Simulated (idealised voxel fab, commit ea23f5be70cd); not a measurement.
Name of the process module below: voxel fin reveal
Pictured: cross-section cut, 250 nm wide, on a grid of 5 nm square cells.
Throughout this document, each cross-section is represented as a grid of square cells and is presented as a sequence of bands enumerated from the top downward, where a band comprises one or more rows of cells. Band entry format. Leading values: height of top, height of bottom, nm. Remainder: materials in left-to-right order, each with its width in nm. Special words: "throughout" on a single material, which then fills the band edge to edge; "blank", empty space. Heads up on the height convention: 0 is the point under which the incoming wafer is all one material, and the lowest band has no bottom, it just keeps going down, like "0 and below". Per-row width for "30->40": begins at first number (top row of band), ends at second number (bottom row), increment between rows held constant. Reading "nothing got changed" for a step: not a cell of the cross-section changed in it. The list in "Enclosed void list" covers empty spaces of 8 cells or more that cannot reach the top through any open way, and it gives each as width x height at distance; the distance is from the left edge, and width, height and distance are in nm. Post-settings text on a step line: simulator's own remark regarding the step. overlay nm: right-of-plan distance of the mask on a masked step; negative values mean left-of-plan.

## Steps in the process plan
1 RECEIVE with material Si
2 CONFORMAL_DEP with material SiN, thk nm 5
3 DIRECTIONAL_DEP with material aC, thk nm 15
4 PATTERN with tone cover, mask id FINS, material resist, width nm 15, pitch nm 35, thk nm 35, overlay nm 0
5 DIRECTIONAL_ETCH with etch materials aC, depth nm 15
6 STRIP with etch materials resist
7 DIRECTIONAL_ETCH with etch materials SiN, depth nm 5
8 DIRECTIONAL_ETCH with etch materials Si, depth nm 30
9 STRIP with etch materials aC
10 FILL_DEP with material SiO2, thk nm 5
11 CMP with height nm 5
12 SELECTIVE_ETCH with etch materials SiO2, depth nm 25
13 STRIP with etch materials SiN
14 CONFORMAL_DEP with material HfO2, thk nm 5

## As received (post step 1): cross-section
0 and below | Si throughout
Enclosed void list: none

## First of two wafers, end-of-module section, run followed plan
5 down to 0 | blank=60; HfO2=25; blank=10; HfO2=25; blank=10; HfO2=25; blank=10; HfO2=25; blank=60
0 down to -15 | blank=60; HfO2=5; Si=15; HfO2=5; blank=10; HfO2=5; Si=15; HfO2=5; blank=10; HfO2=5; Si=15; HfO2=5; blank=10; HfO2=5; Si=15; HfO2=5; blank=60
-15 down to -20 | HfO2=65; Si=15; HfO2=20; Si=15; HfO2=20; Si=15; HfO2=20; Si=15; HfO2=65
-20 down to -30 | SiO2=65; Si=15; SiO2=20; Si=15; SiO2=20; Si=15; SiO2=20; Si=15; SiO2=65
-30 and below | Si throughout
Enclosed void list: none

## Cross-section, second wafer: same start as the first, same plan as the first, one mistake in running it; taken at the end of the module
5 down to 0 | blank=70; HfO2=25; blank=10; HfO2=25; blank=10; HfO2=25; blank=10; HfO2=25; blank=50
0 down to -15 | blank=70; HfO2=5; Si=15; HfO2=5; blank=10; HfO2=5; Si=15; HfO2=5; blank=10; HfO2=5; Si=15; HfO2=5; blank=10; HfO2=5; Si=15; HfO2=5; blank=50
-15 down to -20 | HfO2=75; Si=15; HfO2=20; Si=15; HfO2=20; Si=15; HfO2=20; Si=15; HfO2=55
-20 down to -30 | SiO2=75; Si=15; SiO2=20; Si=15; SiO2=20; Si=15; SiO2=20; Si=15; SiO2=55
-30 and below | Si throughout
Enclosed void list: none
Which mistake was made when the wafer was run? in deviation from the planned setting, step 4 was conducted as PATTERN with tone cover, mask id FINS, material resist, width nm 15, pitch nm 35, thk nm 35, overlay nm 10
End check, second vs first wafer: material counts in cells match, positions do not.
